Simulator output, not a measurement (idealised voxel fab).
Title: Process Module voxel ribs on slabs
In the cross-section labelled cut, the width is 200 nm and each square cell is 5 nm.
A cross-section in this document is a grid of square cells, and it is written down as bands, the top band listed before the ones below it; a band is made up of one or more rows of cells. What a band's entry tells you: where the top is and where the bottom is, as heights in nm, and after that what lies inside, material by material from left to right, each with its width in nm. Empty space is written as the word "blank", and a single material marked with the word "all across" occupies the band from edge to edge. Note: height 0 marks the level under which the wafer is uniformly one material as received. Lowest band unbounded below, written "0 and below". The width entry "30->40" should be interpreted row by row: the top row of cells in the band takes the first number, the bottom row takes the second number, and the change between adjacent rows is uniform throughout. A step reported as "nothing different" is a step in which no cell of the cross-section changed. You'll see "Fully enclosed voids" listing empty spaces that have no way open to the top, as long as they're 8 cells or more; the notation is width x height at distance, where the distance is from the left edge, and all of it is in nm. Formally, on a step line, whatever follows the settings is a remark that the simulator itself makes on the step. "overlay nm" on a masked step: distance the mask lay right of its planned place, negative for left.

Steps in the process plan
1,RECEIVE with material Si
2,DIRECTIONAL_DEP with material SiO2, thk nm 20
3,DIRECTIONAL_DEP with material SiN, thk nm 25
4,PATTERN with tone cover, mask id RIB, material resist, width nm 20, thk nm 20, overlay nm 0
5,DIRECTIONAL_ETCH with etch materials SiN, depth nm 5
6,STRIP with etch materials resist
7,PATTERN with tone cover, mask id SLAB, material resist, width nm 80, thk nm 15, overlay nm 0
8,DIRECTIONAL_ETCH with etch materials SiN, depth nm 20
9,STRIP with etch materials resist
10,FILL_DEP with material SiO2, thk nm 30
11,CMP with height nm 55
12,DIRECTIONAL_DEP with material W, thk nm 10
13,MASKED_ETCH with tone cover, mask id HEATER, width nm 30, etch materials W, depth nm 10, overlay nm 0
14,CONFORMAL_DEP with material SiO2, thk nm 10
All wafers enter the flow in the same state. The height nm at step 11 differs from wafer to wafer, and the plan gives the value for the first wafer.

As received, i.e. after step 1: cross-section through the first of several wafers
> 0 and below = Si all across
> Fully enclosed voids: none

Wafer rows, end of module: cells per material gained (+) or lost (-) since receipt; closed voids last
height nm 55; +68 SiN; +460 SiO2; +12 W; Fully enclosed voids: none
height nm 60; +68 SiN; +500 SiO2; +12 W; Fully enclosed voids: none
height nm 65; +68 SiN; +540 SiO2; +12 W; Fully enclosed voids: none
height nm 70; +68 SiN; +580 SiO2; +12 W; Fully enclosed voids: none
height nm 75; +68 SiN; +620 SiO2; +12 W; Fully enclosed voids: none
